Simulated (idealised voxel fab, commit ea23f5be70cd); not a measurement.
Process module in this document: voxel transistor to metal
We display cut, a cross-section 265 nm in width whose square cells are each 5 nm.
In this document a cross-section is written as a grid of square cells. It is given as a series of bands, listed from the top down, and a band is one or more rows of cells. Each band's line starts with the height of the band's top and of its bottom, in nm. Then come its materials from left to right, each with its width in nm. One material with "full width" fills the band from edge to edge. "empty" is empty space. Below 0: as-received wafer, all one material; heights counted from there. Lowest band: no bottom, goes on down, written "0 -> down". The expression "30..40" gives the width at the extremes of the band, the first number at its top row of cells and the second at its bottom row, with the width changing by equal amounts from each row to the next in between. Step note "nothing different" = no cross-section cell changed. "Enclosed cavity list": sealed empty spaces, 8 cells or more, no open way to top, listed width x height at distance, with distance from the left edge and width, height and distance in nm. It should be noted that, on the line of a given step, the content following the step's settings is a remark produced by the simulator itself with respect to that step. If you see "overlay nm" on a step's line and that step has a mask, it's telling you how far right of where it was planned the mask ended up; a negative number means it went left instead.

Intended process steps:
- 1: RECEIVE: material Si
- 2: CONFORMAL_DEP: material SiO2, thk nm 5
- 3: CONFORMAL_DEP: material SiN, thk nm 10
- 4: PATTERN: tone cover, mask id ACTIVE, material resist, width nm 100, pitch nm 125, thk nm 20, overlay nm 0
- 5: DIRECTIONAL_ETCH: etch materials SiN, depth nm 10
- 6: DIRECTIONAL_ETCH: etch materials SiO2, depth nm 5
- 7: DIRECTIONAL_ETCH: etch materials Si, depth nm 25
- 8: STRIP: etch materials resist
- 9: OXIDIZE: depth nm 5
- 10: FILL_DEP: material SiO2, thk nm 5
- 11: CMP: height nm 15
- 12: SELECTIVE_ETCH: etch materials SiO2, depth nm 10
- 13: STRIP: etch materials SiN
- 14: SELECTIVE_ETCH: etch materials SiO2, depth nm 5
- 15: OXIDIZE: depth nm 5
- 16: DIRECTIONAL_DEP: material polySi, thk nm 30
- 17: DIRECTIONAL_DEP: material SiCN, thk nm 15
- 18: DIRECTIONAL_DEP: material aC, thk nm 15
- 19: PATTERN: tone cover, mask id GATE, material resist, width nm 20, pitch nm 125, thk nm 30, overlay nm 0
- 20: DIRECTIONAL_ETCH: etch materials aC, depth nm 15
- 21: STRIP: etch materials resist
- 22: DIRECTIONAL_ETCH: etch materials SiCN, depth nm 25
- 23: DIRECTIONAL_ETCH: etch materials polySi, depth nm 40
- 24: STRIP: etch materials aC
- 25: CONFORMAL_DEP: material SiN, thk nm 10
- 26: DIRECTIONAL_ETCH: etch materials SiN, depth nm 10
- 27: DIRECTIONAL_ETCH: etch materials SiO2, depth nm 5
- 28: DIRECTIONAL_ETCH: etch materials Si, depth nm 10
- 29: EPI: material SiGe, thk nm 15
- 30: FILL_DEP: material SiO2, thk nm 5
- 31: CMP: height nm 45
- 32: DIRECTIONAL_DEP: material SiO2, thk nm 15
- 33: DIRECTIONAL_DEP: material aC, thk nm 15
- 34: PATTERN: tone open, mask id CONTACT, material resist, width nm 20, thk nm 35, overlay nm 0
- 35: DIRECTIONAL_ETCH: etch materials aC, depth nm 15
- 36: STRIP: etch materials resist
- 37: DIRECTIONAL_ETCH: etch materials SiO2, depth nm 60
- 38: STRIP: etch materials aC
- 39: CONFORMAL_DEP: material TiN, thk nm 5
- 40: FILL_DEP: material Ru, thk nm 10
- 41: CMP: height nm 60
- 42: CONFORMAL_DEP: material SiN, thk nm 5
- 43: DIRECTIONAL_DEP: material lowk, thk nm 20
- 44: PATTERN: tone open, mask id METAL_1, material resist, width nm 20, thk nm 20, overlay nm 0
- 45: DIRECTIONAL_ETCH: etch materials lowk, depth nm 20
- 46: DIRECTIONAL_ETCH: etch materials SiN, depth nm 5
- 47: STRIP: etch materials resist
- 48: CONFORMAL_DEP: material TiN, thk nm 5
- 49: FILL_DEP: material Ru, thk nm 5
- 50: CMP: height nm 85
- 51: CONFORMAL_DEP: material SiCN, thk nm 5
- 52: DIRECTIONAL_DEP: material lowk, thk nm 25
- 53: DIRECTIONAL_DEP: material aC, thk nm 15
- 54: PATTERN: tone open, mask id METAL_2_HOLES, material resist, width nm 15, pitch nm 125, thk nm 35, overlay nm 0
- 55: DIRECTIONAL_ETCH: etch materials aC, depth nm 15
- 56: STRIP: etch materials resist
- 57: DIRECTIONAL_ETCH: etch materials lowk, depth nm 25
- 58: STRIP: etch materials aC
- 59: PATTERN: tone open, mask id METAL_2, material resist, width nm 20, pitch nm 125, thk nm 20, overlay nm 0
- 60: DIRECTIONAL_ETCH: etch materials lowk, depth nm 15
- 61: DIRECTIONAL_ETCH: etch materials SiCN, depth nm 5
- 62: STRIP: etch materials resist
- 63: CONFORMAL_DEP: material TiN, thk nm 5
- 64: FILL_DEP: material Ru, thk nm 10
- 65: CMP: height nm 115
- 66: CONFORMAL_DEP: material SiN, thk nm 5

First out of two wafers; run went to plan:

The cross-section here shows the wafer as received, i.e. in its state after step 1:
* 0 -> down  Si full width
* Enclosed cavity list: none

Cross-sectional representation of the wafer at the conclusion of step 2:
* 5 -> 0  SiO2 full width
* All layers under 0 are left as they were.

Cross-sectional representation of the wafer at the conclusion of step 3:
* 15 -> 5  SiN full width
* All layers under 5 are left as they were.

Cross-sectional representation of the wafer at the conclusion of step 4:
* 35 -> 15  empty 20; resist 100; empty 25; resist 100; empty 20
* All layers under 15 are left as they were.

Cross-sectional representation of the wafer at the conclusion of step 5:
* 35 -> 15  empty 20; resist 100; empty 25; resist 100; empty 20
* 15 -> 5  empty 20; SiN 100; empty 25; SiN 100; empty 20
* All layers under 5 are left as they were.

Cross-sectional representation of the wafer at the conclusion of step 6:
* 35 -> 15  empty 20; resist 100; empty 25; resist 100; empty 20
* 15 -> 5  empty 20; SiN 100; empty 25; SiN 100; empty 20
* 5 -> 0  empty 20; SiO2 100; empty 25; SiO2 100; empty 20
* All layers under 0 are left as they were.

Cross-sectional representation of the wafer at the conclusion of step 7:
* 35 -> 15  empty 20; resist 100; empty 25; resist 100; empty 20
* 15 -> 5  empty 20; SiN 100; empty 25; SiN 100; empty 20
* 5 -> 0  empty 20; SiO2 100; empty 25; SiO2 100; empty 20
* 0 -> -25  empty 20; Si 100; empty 25; Si 100; empty 20
* All layers under -25 are left as they were.

Cross-sectional representation of the wafer at the conclusion of step 8:
* 15 -> 5  empty 20; SiN 100; empty 25; SiN 100; empty 20
* All layers under 5 are left as they were.

Cross-sectional representation of the wafer at the conclusion of step 9:
* 15 -> 5  empty 20; SiN 100; empty 25; SiN 100; empty 20
* 5 -> 0  empty 20; SiO2 100; empty 25; SiO2 100; empty 20
* 0 -> -25  empty 20; SiO2 5; Si 90; SiO2 5; empty 25; SiO2 5; Si 90; SiO2 5; empty 20
* -25 -> -30  SiO2 25; Si 90; SiO2 35; Si 90; SiO2 25
* All layers under -30 are left as they were.

Cross-sectional representation of the wafer at the conclusion of step 10:
* 20 -> 15  SiO2 full width
* 15 -> 5  SiO2 20; SiN 100; SiO2 25; SiN 100; SiO2 20
* 5 -> 0  SiO2 full width
* 0 -> -30  SiO2 25; Si 90; SiO2 35; Si 90; SiO2 25
* All layers under -30 are left as they were.

Cross-sectional representation of the wafer at the conclusion of step 11:
* 15 -> 5  SiO2 20; SiN 100; SiO2 25; SiN 100; SiO2 20
* All layers under 5 are left as they were.

Cross-sectional representation of the wafer at the conclusion of step 12:
* 15 -> 5  empty 20; SiN 100; empty 25; SiN 100; empty 20
* All layers under 5 are left as they were.

Cross-sectional representation of the wafer at the conclusion of step 13:
* 5 -> 0  SiO2 full width
* All layers under 0 are left as they were.

Cross-sectional representation of the wafer at the conclusion of step 14:
* 0 -> -30  SiO2 25; Si 90; SiO2 35; Si 90; SiO2 25
* All layers under -30 are left as they were.

Cross-sectional representation of the wafer at the conclusion of step 15:
* 0 -> -5  SiO2 full width
* All layers under -5 are left as they were.

Cross-sectional representation of the wafer at the conclusion of step 16:
* 30 -> 0  polySi full width
* All layers under 0 are left as they were.

Cross-sectional representation of the wafer at the conclusion of step 17:
* 45 -> 30  SiCN full width
* All layers under 30 are left as they were.

Cross-sectional representation of the wafer at the conclusion of step 18:
* 60 -> 45  aC full width
* All layers under 45 are left as they were.

Cross-sectional representation of the wafer at the conclusion of step 19:
* 90 -> 60  empty 60; resist 20; empty 105; resist 20; empty 60
* All layers under 60 are left as they were.

Cross-sectional representation of the wafer at the conclusion of step 20:
* 75 -> 60  empty 60; resist 20; empty 105; resist 20; empty 60
* 60 -> 45  empty 60; aC 20; empty 105; aC 20; empty 60
* All layers under 45 are left as they were.

Cross-sectional representation of the wafer at the conclusion of step 21:
* 60 -> 45  empty 60; aC 20; empty 105; aC 20; empty 60
* All layers under 45 are left as they were.

Cross-sectional representation of the wafer at the conclusion of step 22:
* 60 -> 45  empty 60; aC 20; empty 105; aC 20; empty 60
* 45 -> 30  empty 60; SiCN 20; empty 105; SiCN 20; empty 60
* All layers under 30 are left as they were.

Cross-sectional representation of the wafer at the conclusion of step 23:
* 60 -> 45  empty 60; aC 20; empty 105; aC 20; empty 60
* 45 -> 30  empty 60; SiCN 20; empty 105; SiCN 20; empty 60
* 30 -> 0  empty 60; polySi 20; empty 105; polySi 20; empty 60
* All layers under 0 are left as they were.

Cross-sectional representation of the wafer at the conclusion of step 24:
* 45 -> 30  empty 60; SiCN 20; empty 105; SiCN 20; empty 60
* All layers under 30 are left as they were.

Cross-sectional representation of the wafer at the conclusion of step 25:
* 55 -> 45  empty 50; SiN 40; empty 85; SiN 40; empty 50
* 45 -> 30  empty 50; SiN 10; SiCN 20; SiN 10; empty 85; SiN 10; SiCN 20; SiN 10; empty 50
* 30 -> 10  empty 50; SiN 10; polySi 20; SiN 10; empty 85; SiN 10; polySi 20; SiN 10; empty 50
* 10 -> 0  SiN 60; polySi 20; SiN 105; polySi 20; SiN 60
* All layers under 0 are left as they were.

Cross-sectional representation of the wafer at the conclusion of step 26:
* 45 -> 30  empty 50; SiN 10; SiCN 20; SiN 10; empty 85; SiN 10; SiCN 20; SiN 10; empty 50
* 30 -> 0  empty 50; SiN 10; polySi 20; SiN 10; empty 85; SiN 10; polySi 20; SiN 10; empty 50
* All layers under 0 are left as they were.

Cross-sectional representation of the wafer at the conclusion of step 27:
* 45 -> 30  empty 50; SiN 10; SiCN 20; SiN 10; empty 85; SiN 10; SiCN 20; SiN 10; empty 50
* 30 -> 0  empty 50; SiN 10; polySi 20; SiN 10; empty 85; SiN 10; polySi 20; SiN 10; empty 50
* 0 -> -5  empty 50; SiO2 40; empty 85; SiO2 40; empty 50
* All layers under -5 are left as they were.

Cross-sectional representation of the wafer at the conclusion of step 28:
* 45 -> 30  empty 50; SiN 10; SiCN 20; SiN 10; empty 85; SiN 10; SiCN 20; SiN 10; empty 50
* 30 -> 0  empty 50; SiN 10; polySi 20; SiN 10; empty 85; SiN 10; polySi 20; SiN 10; empty 50
* 0 -> -5  empty 50; SiO2 40; empty 85; SiO2 40; empty 50
* -5 -> -15  SiO2 25; empty 25; Si 40; empty 25; SiO2 35; empty 25; Si 40; empty 25; SiO2 25
* All layers under -15 are left as they were.

Cross-sectional representation of the wafer at the conclusion of step 29:
* 45 -> 30  empty 50; SiN 10; SiCN 20; SiN 10; empty 85; SiN 10; SiCN 20; SiN 10; empty 50
* 30 -> 10  empty 50; SiN 10; polySi 20; SiN 10; empty 85; SiN 10; polySi 20; SiN 10; empty 50
* 10 -> 0  empty 35; SiGe 15; SiN 10; polySi 20; SiN 10; SiGe 15; empty 55; SiGe 15; SiN 10; polySi 20; SiN 10; SiGe 15; empty 35
* 0 -> -5  empty 20; SiGe 30; SiO2 40; SiGe 30; empty 25; SiGe 30; SiO2 40; SiGe 30; empty 20
* -5 -> -15  SiO2 25; SiGe 25; Si 40; SiGe 25; SiO2 35; SiGe 25; Si 40; SiGe 25; SiO2 25
* All layers under -15 are left as they were.

Cross-sectional representation of the wafer at the conclusion of step 30:
* 50 -> 45  SiO2 full width
* 45 -> 30  SiO2 50; SiN 10; SiCN 20; SiN 10; SiO2 85; SiN 10; SiCN 20; SiN 10; SiO2 50
* 30 -> 10  SiO2 50; SiN 10; polySi 20; SiN 10; SiO2 85; SiN 10; polySi 20; SiN 10; SiO2 50
* 10 -> 0  SiO2 35; SiGe 15; SiN 10; polySi 20; SiN 10; SiGe 15; SiO2 55; SiGe 15; SiN 10; polySi 20; SiN 10; SiGe 15; SiO2 35
* 0 -> -5  SiO2 20; SiGe 30; SiO2 40; SiGe 30; SiO2 25; SiGe 30; SiO2 40; SiGe 30; SiO2 20
* All layers under -5 are left as they were.

Cross-sectional representation of the wafer at the conclusion of step 31:
* 45 -> 30  SiO2 50; SiN 10; SiCN 20; SiN 10; SiO2 85; SiN 10; SiCN 20; SiN 10; SiO2 50
* All layers under 30 are left as they were.

Cross-sectional representation of the wafer at the conclusion of step 32:
* 60 -> 45  SiO2 full width
* All layers under 45 are left as they were.

Cross-sectional representation of the wafer at the conclusion of step 33:
* 75 -> 60  aC full width
* All layers under 60 are left as they were.

Cross-sectional representation of the wafer at the conclusion of step 34:
* 110 -> 75  resist 25; empty 20; resist 50; empty 20; resist 35; empty 20; resist 50; empty 20; resist 25
* All layers under 75 are left as they were.

Cross-sectional representation of the wafer at the conclusion of step 35:
* 95 -> 75  resist 25; empty 20; resist 50; empty 20; resist 35; empty 20; resist 50; empty 20; resist 25
* 75 -> 60  aC 25; empty 20; aC 50; empty 20; aC 35; empty 20; aC 50; empty 20; aC 25
* All layers under 60 are left as they were.

Cross-sectional representation of the wafer at the conclusion of step 36:
* 75 -> 60  aC 25; empty 20; aC 50; empty 20; aC 35; empty 20; aC 50; empty 20; aC 25
* All layers under 60 are left as they were.

Cross-sectional representation of the wafer at the conclusion of step 37:
* 75 -> 60  aC 25; empty 20; aC 50; empty 20; aC 35; empty 20; aC 50; empty 20; aC 25
* 60 -> 45  SiO2 25; empty 20; SiO2 50; empty 20; SiO2 35; empty 20; SiO2 50; empty 20; SiO2 25
* 45 -> 30  SiO2 25; empty 20; SiO2 5; SiN 10; SiCN 20; SiN 10; SiO2 5; empty 20; SiO2 35; empty 20; SiO2 5; SiN 10; SiCN 20; SiN 10; SiO2 5; empty 20; SiO2 25
* 30 -> 10  SiO2 25; empty 20; SiO2 5; SiN 10; polySi 20; SiN 10; SiO2 5; empty 20; SiO2 35; empty 20; SiO2 5; SiN 10; polySi 20; SiN 10; SiO2 5; empty 20; SiO2 25
* 10 -> 0  SiO2 25; empty 10; SiGe 15; SiN 10; polySi 20; SiN 10; SiGe 15; empty 10; SiO2 35; empty 10; SiGe 15; SiN 10; polySi 20; SiN 10; SiGe 15; empty 10; SiO2 25
* All layers under 0 are left as they were.

Cross-sectional representation of the wafer at the conclusion of step 38:
* 60 -> 45  SiO2 25; empty 20; SiO2 50; empty 20; SiO2 35; empty 20; SiO2 50; empty 20; SiO2 25
* All layers under 45 are left as they were.

Cross-sectional representation of the wafer at the conclusion of step 39:
* 65 -> 60  TiN 30; empty 10; TiN 60; empty 10; TiN 45; empty 10; TiN 60; empty 10; TiN 30
* 60 -> 45  SiO2 25; TiN 5; empty 10; TiN 5; SiO2 50; TiN 5; empty 10; TiN 5; SiO2 35; TiN 5; empty 10; TiN 5; SiO2 50; TiN 5; empty 10; TiN 5; SiO2 25
* 45 -> 30  SiO2 25; TiN 5; empty 10; TiN 5; SiO2 5; SiN 10; SiCN 20; SiN 10; SiO2 5; TiN 5; empty 10; TiN 5; SiO2 35; TiN 5; empty 10; TiN 5; SiO2 5; SiN 10; SiCN 20; SiN 10; SiO2 5; TiN 5; empty 10; TiN 5; SiO2 25
* 30 -> 15  SiO2 25; TiN 5; empty 10; TiN 5; SiO2 5; SiN 10; polySi 20; SiN 10; SiO2 5; TiN 5; empty 10; TiN 5; SiO2 35; TiN 5; empty 10; TiN 5; SiO2 5; SiN 10; polySi 20; SiN 10; SiO2 5; TiN 5; empty 10; TiN 5; SiO2 25
* 15 -> 10  SiO2 25; TiN 20; SiO2 5; SiN 10; polySi 20; SiN 10; SiO2 5; TiN 20; SiO2 35; TiN 20; SiO2 5; SiN 10; polySi 20; SiN 10; SiO2 5; TiN 20; SiO2 25
* 10 -> 0  SiO2 25; TiN 10; SiGe 15; SiN 10; polySi 20; SiN 10; SiGe 15; TiN 10; SiO2 35; TiN 10; SiGe 15; SiN 10; polySi 20; SiN 10; SiGe 15; TiN 10; SiO2 25
* All layers under 0 are left as they were.

Cross-sectional representation of the wafer at the conclusion of step 40:
* 75 -> 65  Ru full width
* 65 -> 60  TiN 30; Ru 10; TiN 60; Ru 10; TiN 45; Ru 10; TiN 60; Ru 10; TiN 30
* 60 -> 45  SiO2 25; TiN 5; Ru 10; TiN 5; SiO2 50; TiN 5; Ru 10; TiN 5; SiO2 35; TiN 5; Ru 10; TiN 5; SiO2 50; TiN 5; Ru 10; TiN 5; SiO2 25
* 45 -> 30  SiO2 25; TiN 5; Ru 10; TiN 5; SiO2 5; SiN 10; SiCN 20; SiN 10; SiO2 5; TiN 5; Ru 10; TiN 5; SiO2 35; TiN 5; Ru 10; TiN 5; SiO2 5; SiN 10; SiCN 20; SiN 10; SiO2 5; TiN 5; Ru 10; TiN 5; SiO2 25
* 30 -> 15  SiO2 25; TiN 5; Ru 10; TiN 5; SiO2 5; SiN 10; polySi 20; SiN 10; SiO2 5; TiN 5; Ru 10; TiN 5; SiO2 35; TiN 5; Ru 10; TiN 5; SiO2 5; SiN 10; polySi 20; SiN 10; SiO2 5; TiN 5; Ru 10; TiN 5; SiO2 25
* All layers under 15 are left as they were.

Cross-sectional representation of the wafer at the conclusion of step 41:
* 60 -> 45  SiO2 25; TiN 5; Ru 10; TiN 5; SiO2 50; TiN 5; Ru 10; TiN 5; SiO2 35; TiN 5; Ru 10; TiN 5; SiO2 50; TiN 5; Ru 10; TiN 5; SiO2 25
* All layers under 45 are left as they were.

Cross-sectional representation of the wafer at the conclusion of step 42:
* 65 -> 60  SiN full width
* All layers under 60 are left as they were.

Cross-sectional representation of the wafer at the conclusion of step 43:
* 85 -> 65  lowk full width
* All layers under 65 are left as they were.

Cross-sectional representation of the wafer at the conclusion of step 44:
* 105 -> 85  resist 25; empty 20; resist 50; empty 20; resist 35; empty 20; resist 50; empty 20; resist 25
* All layers under 85 are left as they were.

Cross-sectional representation of the wafer at the conclusion of step 45:
* 105 -> 85  resist 25; empty 20; resist 50; empty 20; resist 35; empty 20; resist 50; empty 20; resist 25
* 85 -> 65  lowk 25; empty 20; lowk 50; empty 20; lowk 35; empty 20; lowk 50; empty 20; lowk 25
* All layers under 65 are left as they were.

Cross-sectional representation of the wafer at the conclusion of step 46:
* 105 -> 85  resist 25; empty 20; resist 50; empty 20; resist 35; empty 20; resist 50; empty 20; resist 25
* 85 -> 65  lowk 25; empty 20; lowk 50; empty 20; lowk 35; empty 20; lowk 50; empty 20; lowk 25
* 65 -> 60  SiN 25; empty 20; SiN 50; empty 20; SiN 35; empty 20; SiN 50; empty 20; SiN 25
* All layers under 60 are left as they were.

Cross-sectional representation of the wafer at the conclusion of step 47:
* 85 -> 65  lowk 25; empty 20; lowk 50; empty 20; lowk 35; empty 20; lowk 50; empty 20; lowk 25
* All layers under 65 are left as they were.

Cross-sectional representation of the wafer at the conclusion of step 48:
* 90 -> 85  TiN 30; empty 10; TiN 60; empty 10; TiN 45; empty 10; TiN 60; empty 10; TiN 30
* 85 -> 65  lowk 25; TiN 5; empty 10; TiN 5; lowk 50; TiN 5; empty 10; TiN 5; lowk 35; TiN 5; empty 10; TiN 5; lowk 50; TiN 5; empty 10; TiN 5; lowk 25
* 65 -> 60  SiN 25; TiN 20; SiN 50; TiN 20; SiN 35; TiN 20; SiN 50; TiN 20; SiN 25
* All layers under 60 are left as they were.

Cross-sectional representation of the wafer at the conclusion of step 49:
* 95 -> 90  Ru full width
* 90 -> 85  TiN 30; Ru 10; TiN 60; Ru 10; TiN 45; Ru 10; TiN 60; Ru 10; TiN 30
* 85 -> 65  lowk 25; TiN 5; Ru 10; TiN 5; lowk 50; TiN 5; Ru 10; TiN 5; lowk 35; TiN 5; Ru 10; TiN 5; lowk 50; TiN 5; Ru 10; TiN 5; lowk 25
* All layers under 65 are left as they were.

Cross-sectional representation of the wafer at the conclusion of step 50:
* 85 -> 65  lowk 25; TiN 5; Ru 10; TiN 5; lowk 50; TiN 5; Ru 10; TiN 5; lowk 35; TiN 5; Ru 10; TiN 5; lowk 50; TiN 5; Ru 10; TiN 5; lowk 25
* All layers under 65 are left as they were.

Cross-sectional representation of the wafer at the conclusion of step 51:
* 90 -> 85  SiCN full width
* All layers under 85 are left as they were.

Cross-sectional representation of the wafer at the conclusion of step 52:
* 115 -> 90  lowk full width
* All layers under 90 are left as they were.

Cross-sectional representation of the wafer at the conclusion of step 53:
* 130 -> 115  aC full width
* All layers under 115 are left as they were.

Cross-sectional representation of the wafer at the conclusion of step 54:
* 165 -> 130  resist 25; empty 15; resist 110; empty 15; resist 100
* All layers under 130 are left as they were.

Cross-sectional representation of the wafer at the conclusion of step 55:
* 150 -> 130  resist 25; empty 15; resist 110; empty 15; resist 100
* 130 -> 115  aC 25; empty 15; aC 110; empty 15; aC 100
* All layers under 115 are left as they were.

Cross-sectional representation of the wafer at the conclusion of step 56:
* 130 -> 115  aC 25; empty 15; aC 110; empty 15; aC 100
* All layers under 115 are left as they were.

Cross-sectional representation of the wafer at the conclusion of step 57:
* 130 -> 115  aC 25; empty 15; aC 110; empty 15; aC 100
* 115 -> 90  lowk 25; empty 15; lowk 110; empty 15; lowk 100
* All layers under 90 are left as they were.

Cross-sectional representation of the wafer at the conclusion of step 58:
* 115 -> 90  lowk 25; empty 15; lowk 110; empty 15; lowk 100
* All layers under 90 are left as they were.

Cross-sectional representation of the wafer at the conclusion of step 59:
* 135 -> 115  resist 25; empty 20; resist 105; empty 20; resist 95
* All layers under 115 are left as they were.

Cross-sectional representation of the wafer at the conclusion of step 60:
* 135 -> 115  resist 25; empty 20; resist 105; empty 20; resist 95
* 115 -> 100  lowk 25; empty 20; lowk 105; empty 20; lowk 95
* All layers under 100 are left as they were.

Cross-sectional representation of the wafer at the conclusion of step 61:
* 135 -> 115  resist 25; empty 20; resist 105; empty 20; resist 95
* 115 -> 100  lowk 25; empty 20; lowk 105; empty 20; lowk 95
* 100 -> 90  lowk 25; empty 15; lowk 110; empty 15; lowk 100
* 90 -> 85  SiCN 25; empty 15; SiCN 110; empty 15; SiCN 100
* All layers under 85 are left as they were.

Cross-sectional representation of the wafer at the conclusion of step 62:
* 115 -> 100  lowk 25; empty 20; lowk 105; empty 20; lowk 95
* All layers under 100 are left as they were.

Cross-sectional representation of the wafer at the conclusion of step 63:
* 120 -> 115  TiN 30; empty 10; TiN 115; empty 10; TiN 100
* 115 -> 105  lowk 25; TiN 5; empty 10; TiN 5; lowk 105; TiN 5; empty 10; TiN 5; lowk 95
* 105 -> 100  lowk 25; TiN 5; empty 5; TiN 10; lowk 105; TiN 5; empty 5; TiN 10; lowk 95
* 100 -> 90  lowk 25; TiN 5; empty 5; TiN 5; lowk 110; TiN 5; empty 5; TiN 5; lowk 100
* 90 -> 85  SiCN 25; TiN 15; SiCN 110; TiN 15; SiCN 100
* All layers under 85 are left as they were.

Cross-sectional representation of the wafer at the conclusion of step 64:
* 130 -> 120  Ru full width
* 120 -> 115  TiN 30; Ru 10; TiN 115; Ru 10; TiN 100
* 115 -> 105  lowk 25; TiN 5; Ru 10; TiN 5; lowk 105; TiN 5; Ru 10; TiN 5; lowk 95
* 105 -> 100  lowk 25; TiN 5; Ru 5; TiN 10; lowk 105; TiN 5; Ru 5; TiN 10; lowk 95
* 100 -> 90  lowk 25; TiN 5; Ru 5; TiN 5; lowk 110; TiN 5; Ru 5; TiN 5; lowk 100
* All layers under 90 are left as they were.

Cross-sectional representation of the wafer at the conclusion of step 65:
* 115 -> 105  lowk 25; TiN 5; Ru 10; TiN 5; lowk 105; TiN 5; Ru 10; TiN 5; lowk 95
* All layers under 105 are left as they were.

Cross-sectional representation of the wafer at the conclusion of step 66:
* 120 -> 115  SiN full width
* All layers under 115 are left as they were.

Companion wafer, the second of two: same beginning, same intended sequence, one mistake in carrying it out; through step 50 inclusive it tracks the first exactly:

When step 51 should have ended:
* 110 -> 85  lowk full width
* All layers under 85 are left as they were.

When step 52 should have ended:
* 115 -> 110  SiCN full width
* All layers under 110 are left as they were.

When step 53 should have ended:
* 130 -> 115  aC full width
* All layers under 115 are left as they were.

When step 54 should have ended:
* 165 -> 130  resist 25; empty 15; resist 110; empty 15; resist 100
* All layers under 130 are left as they were.

When step 55 should have ended:
* 150 -> 130  resist 25; empty 15; resist 110; empty 15; resist 100
* 130 -> 115  aC 25; empty 15; aC 110; empty 15; aC 100
* All layers under 115 are left as they were.

When step 56 should have ended:
* 130 -> 115  aC 25; empty 15; aC 110; empty 15; aC 100
* All layers under 115 are left as they were.

when step 57 should have ended: nothing different

When step 58 should have ended:
* 115 -> 110  SiCN full width
* All layers under 110 are left as they were.

When step 59 should have ended:
* 135 -> 115  resist 25; empty 20; resist 105; empty 20; resist 95
* All layers under 115 are left as they were.

when step 60 should have ended: nothing different

When step 61 should have ended:
* 135 -> 115  resist 25; empty 20; resist 105; empty 20; resist 95
* 115 -> 110  SiCN 25; empty 20; SiCN 105; empty 20; SiCN 95
* All layers under 110 are left as they were.

When step 62 should have ended:
* 115 -> 110  SiCN 25; empty 20; SiCN 105; empty 20; SiCN 95
* All layers under 110 are left as they were.

When step 63 should have ended:
* 120 -> 115  TiN 30; empty 10; TiN 115; empty 10; TiN 100
* 115 -> 110  SiCN 25; TiN 20; SiCN 105; TiN 20; SiCN 95
* All layers under 110 are left as they were.

When step 64 should have ended:
* 130 -> 120  Ru full width
* 120 -> 115  TiN 30; Ru 10; TiN 115; Ru 10; TiN 100
* All layers under 115 are left as they were.

When step 65 should have ended:
* 115 -> 110  SiCN 25; TiN 20; SiCN 105; TiN 20; SiCN 95
* All layers under 110 are left as they were.

When step 66 should have ended:
* 120 -> 115  SiN full width
* All layers under 115 are left as they were.
Which mistake was made when the wafer was run? the executed order of steps 51 and 52 is the reverse of that specified in the plan, each step having taken the other's position
Once processing is complete, comparing cell counts shows that the second wafer has more or fewer of certain materials than the first: Ru: 14 fewer, SiCN: 2 fewer, TiN: 20 fewer, lowk: 36 more
